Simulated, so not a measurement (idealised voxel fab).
You're looking at the process module voxel self aligned vias.
The cross-section shown here is cut; it is 280 nm wide and divided into square cells measuring 5 nm on a side.
If you're reading a cross-section in this doc, picture square cells in a grid; it comes to you as bands, top ones listed first down to the bottom, and a band can be one or more rows of cells. Basically the band line says how high the top is and how high the bottom is, in nm, and then what's in it from left to right, every material with its width in nm. Empty space shows up as "empty", and if a single material carries "all across" it runs the full band edge to edge. Height datum 0, below which the as-received substrate wafer is one material. Lowest band open at the bottom, running downward: "0..down". It should be noted that a width expressed as "30..40" varies in equal increments from row to row of cells within the band, taking the value of the first number at the top row and that of the second number at the bottom row. The designation "changes: none", where it is given for a processing step, indicates that no cell of the cross-section was altered in the course of that step. Look at "Closed internal voids" for the closed voids: empty spaces with no open path to the top, sized 8 cells or up. Each is width x height at distance, distance from the left edge, all nm. Post-settings text on a step line: simulator's own remark regarding the step. What "overlay nm" on a step's line means: if the step has a mask, that mask lay this far to the right of its planned place, or, when the value is negative, to the left.

-- Set out below are the planned steps of the process
1,op RECEIVE | material Si
2,op CONFORMAL_DEP | material SiO2 | thk nm 15
3,op CONFORMAL_DEP | material SiCN | thk nm 5
4,op DIRECTIONAL_DEP | material SiO2 | thk nm 25
5,op DIRECTIONAL_DEP | material aC | thk nm 10
6,op PATTERN | tone open | mask id LINES | material resist | width nm 30 | pitch nm 60 | thk nm 25 | overlay nm 0
7,op DIRECTIONAL_ETCH | etch materials aC | depth nm 10
8,op STRIP | etch materials resist
9,op DIRECTIONAL_ETCH | etch materials SiO2 | depth nm 25
10,op STRIP | etch materials aC
11,op CONFORMAL_DEP | material TiN | thk nm 5
12,op FILL_DEP | material Ru | thk nm 10
13,op CMP | height nm 45
14,op SELECTIVE_ETCH | etch materials W Ru TiN | depth nm 5
15,op FILL_DEP | material SiN | thk nm 10
16,op CMP | height nm 45
17,op DIRECTIONAL_DEP | material SiO2 | thk nm 20
18,op DIRECTIONAL_DEP | material aC | thk nm 15
19,op PATTERN | tone open | mask id VIAS | material resist | width nm 40 | pitch nm 120 | thk nm 35 | overlay nm -15
20,op DIRECTIONAL_ETCH | etch materials aC | depth nm 15
21,op STRIP | etch materials resist
22,op DIRECTIONAL_ETCH | etch materials SiO2 | depth nm 20
23,op DIRECTIONAL_ETCH | etch materials SiN | depth nm 5
24,op STRIP | etch materials aC
25,op CONFORMAL_DEP | material TiN | thk nm 5
26,op FILL_DEP | material Ru | thk nm 5
27,op CMP | height nm 65
28,op CONFORMAL_DEP | material SiCN | thk nm 5
The overlay nm used in step 19 is not the same on every wafer, whereas the starting condition is; the value printed in the plan is the first wafer's.

-- The first of several wafers as received, shown in cross-section; this is its state after step 1
> 0..down  Si all across
> Closed internal voids: none

-- Where each wafer stands at the end of the module, a row apiece: cells of each material gained (+) or lost (-) since it was received, then closed voids
overlay nm -15, +76 Ru, +112 SiCN, +10 SiN, +518 SiO2, +68 TiN, Closed internal voids: none
overlay nm -10, +78 Ru, +112 SiCN, +8 SiN, +518 SiO2, +68 TiN, Closed internal voids: none
overlay nm -5, +80 Ru, +112 SiCN, +6 SiN, +518 SiO2, +68 TiN, Closed internal voids: none
overlay nm 0, +80 Ru, +112 SiCN, +6 SiN, +518 SiO2, +68 TiN, Closed internal voids: none
overlay nm 5, +80 Ru, +112 SiCN, +6 SiN, +518 SiO2, +68 TiN, Closed internal voids: none
overlay nm 10, +78 Ru, +112 SiCN, +8 SiN, +518 SiO2, +68 TiN, Closed internal voids: none
overlay nm 15, +76 Ru, +112 SiCN, +10 SiN, +518 SiO2, +68 TiN, Closed internal voids: none
